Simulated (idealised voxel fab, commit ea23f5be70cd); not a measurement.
Title: Process Module voxel transistor to metal
The figure presents cross-section cut, which has a width of 210 nm and is divided into square cells with an edge length of 5 nm.
Throughout this document, each cross-section is represented as a grid of square cells and is presented as a sequence of bands enumerated from the top downward, where a band comprises one or more rows of cells.
The band entry comprises the height of the band's top followed by the height of its bottom, expressed in nm, and subsequently the band's materials from left to right, each stated together with its width in nm. Where a single material is marked with the word "throughout", that material fills the band from edge to edge. The word "air" represents empty space.
Heights are reckoned from 0. Under this level, the received wafer is all of one material. The bottommost band is open-ended downward, for example "top 0, no bottom".
The two numbers in a width such as "30 to 40" mark its ends across the band: the first belongs to the top row of cells, the second to the bottom row, and from each row to the next the width moves by the same amount.
Where the words "stayed the same" appear for a step, the cross-section shows no cell changed by that step; every cell remained as before.
Heads up: "Enclosed void list" only lists the empty pockets with no open path to the top that are 8 cells or more, and it writes them as width x height at distance, distance from the left edge, in nm.
Text after the settings on a step's line: the simulator's own remark on that step.
overlay nm: mask offset rightward from planned place, masked step; negative means leftward offset.
The process steps that were planned are listed below
1: RECEIVE,material Si
2: OXIDIZE,depth nm 5
3: CONFORMAL_DEP,material SiN,thk nm 10
4: MASKED_ETCH,tone cover,mask id ACTIVE,width nm 110,etch materials SiN,depth nm 10,overlay nm 0
5: MASKED_ETCH,tone cover,mask id ACTIVE,width nm 110,etch materials SiO2,depth nm 5,overlay nm 0
6: MASKED_ETCH,tone cover,mask id ACTIVE,width nm 110,etch materials Si,depth nm 20,overlay nm 0
7: FILL_DEP,material SiO2,thk nm 10
8: CMP,height nm 10
9: SELECTIVE_ETCH,etch materials SiO2,depth nm 10
10: STRIP,etch materials SiN
11: SELECTIVE_ETCH,etch materials SiO2,depth nm 5
12: OXIDIZE,depth nm 5
13: DIRECTIONAL_DEP,material polySi,thk nm 20
14: DIRECTIONAL_DEP,material SiCN,thk nm 15
15: DIRECTIONAL_DEP,material aC,thk nm 10
16: PATTERN,tone cover,mask id GATE,material resist,width nm 30,thk nm 25,overlay nm 0
17: DIRECTIONAL_ETCH,etch materials aC,depth nm 10
18: STRIP,etch materials resist
19: DIRECTIONAL_ETCH,etch materials SiCN,depth nm 25
20: DIRECTIONAL_ETCH,etch materials polySi,depth nm 30
21: STRIP,etch materials aC
22: CONFORMAL_DEP,material SiN,thk nm 5
23: DIRECTIONAL_ETCH,etch materials SiN,depth nm 10
24: DIRECTIONAL_ETCH,etch materials SiO2,depth nm 5
25: DIRECTIONAL_ETCH,etch materials Si,depth nm 15
26: EPI,material nSi,thk nm 20
27: FILL_DEP,material SiO2,thk nm 10
28: CMP,height nm 15
29: STRIP,etch materials polySi
30: SELECTIVE_ETCH,etch materials SiO2,depth nm 5
31: CONFORMAL_DEP,material HfO2,thk nm 5
32: CONFORMAL_DEP,material TiN,thk nm 5
33: FILL_DEP,material W,thk nm 10
34: CMP,height nm 10
35: DIRECTIONAL_DEP,material SiO2,thk nm 10
36: DIRECTIONAL_DEP,material aC,thk nm 15
37: PATTERN,tone open,mask id CONTACT,material resist,width nm 15,pitch nm 75,thk nm 35,overlay nm 0
38: DIRECTIONAL_ETCH,etch materials aC,depth nm 15
39: STRIP,etch materials resist
40: DIRECTIONAL_ETCH,etch materials SiO2,depth nm 10
41: STRIP,etch materials aC
42: CONFORMAL_DEP,material TiN,thk nm 5
43: FILL_DEP,material Ru,thk nm 10
44: CMP,height nm 20
45: CONFORMAL_DEP,material SiCN,thk nm 5
46: DIRECTIONAL_DEP,material SiO2,thk nm 15
47: PATTERN,tone open,mask id METAL_1,material resist,width nm 15,pitch nm 75,thk nm 20,overlay nm 0
48: DIRECTIONAL_ETCH,etch materials SiO2,depth nm 15
49: DIRECTIONAL_ETCH,etch materials SiCN,depth nm 5
50: STRIP,etch materials resist
51: CONFORMAL_DEP,material TiN,thk nm 5
52: FILL_DEP,material Ru,thk nm 10
53: CMP,height nm 40
54: CONFORMAL_DEP,material SiN,thk nm 5
Be aware that, although all wafers share a common starting state, the thk nm at step 22 differs among them, and the plan displays the first wafer's value.
Cross-section of the first of several wafers on receipt, reflecting completion of step 1
    top 0, no bottom  Si throughout
    Enclosed void list: none
For your reference, the table is organized with a row per wafer; each row reflects the wafer at the end of the module, indicating for each material the cells gained (+) or lost (-) since receipt, and thereafter its closed voids
thk nm 5 | +14 HfO2 | +8 Ru | -186 Si | +36 SiCN | +48 SiN | +336 SiO2 | +36 TiN | +4 W | +82 nSi | Enclosed void list: none
thk nm 10 | +14 HfO2 | +8 Ru | -180 Si | +36 SiCN | +54 SiN | +332 SiO2 | +36 TiN | +4 W | +74 nSi | Enclosed void list: none
thk nm 15 | +14 HfO2 | +8 Ru | -144 Si | +36 SiCN | +90 SiN | +334 SiO2 | +36 TiN | +4 W | Enclosed void list: none
thk nm 20 | +14 HfO2 | +8 Ru | -144 Si | +36 SiCN | +122 SiN | +302 SiO2 | +36 TiN | +4 W | Enclosed void list: none
thk nm 25 | +14 HfO2 | +8 Ru | -144 Si | +36 SiCN | +150 SiN | +274 SiO2 | +36 TiN | +4 W | Enclosed void list: none
